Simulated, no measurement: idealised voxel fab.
process module | voxel released beams
cross-section cut | 140 nm wide | cells 5 nm
A cross-section is a grid of square cells, given in bands from the top down. A band is one or more rows of cells.
Each band's line starts with the height of the band's top and of its bottom, in nm. Then come its materials from left to right, each with its width in nm. One material with "throughout" fills the band from edge to edge. "air" is empty space.
Height 0 is the level under which the wafer as received is all one material. The lowest band goes on downwards, as in "0 down".
A width such as "30 to 40" changes by the same amount from each row of cells to the next, from the band's top row to its bottom row.
"no change" after a step means that no cell of the cross-section changed.
closed voids: empty space of 8 cells or more with no open way to the top, each as width x height at its distance from the left edge, in nm
after a step's settings: what the simulator itself notes on the step
overlay nm, on a step with a mask: how far to the right of its planned place the mask lay; to the left if negative
plan
1 op RECEIVE | material Si
2 op CONFORMAL_DEP | material Al2O3 | thk nm 10
3 op DIRECTIONAL_DEP | material SiO2 | thk nm 15
4 op MASKED_ETCH | tone open | mask id ANCHOR | width nm 25 | etch materials SiO2 | depth nm 15 | overlay nm 0
5 op CONFORMAL_DEP | material W | thk nm 10
6 op MASKED_ETCH | tone cover | mask id BEAM | width nm 70 | etch materials W | depth nm 10 | overlay nm 0
7 op STRIP | etch materials SiO2
as received, after step 1
  0 down: Si throughout
  closed voids: none
a wafer at the end: this start, this plan, one mistake
  35 to 25: air 30 | W 70 | air 40
  25 to 15: Al2O3 throughout
  15 to 0: SiO2 throughout
  0 down: Si throughout
  closed voids: none
what went wrong: steps 2 and 3 were swapped
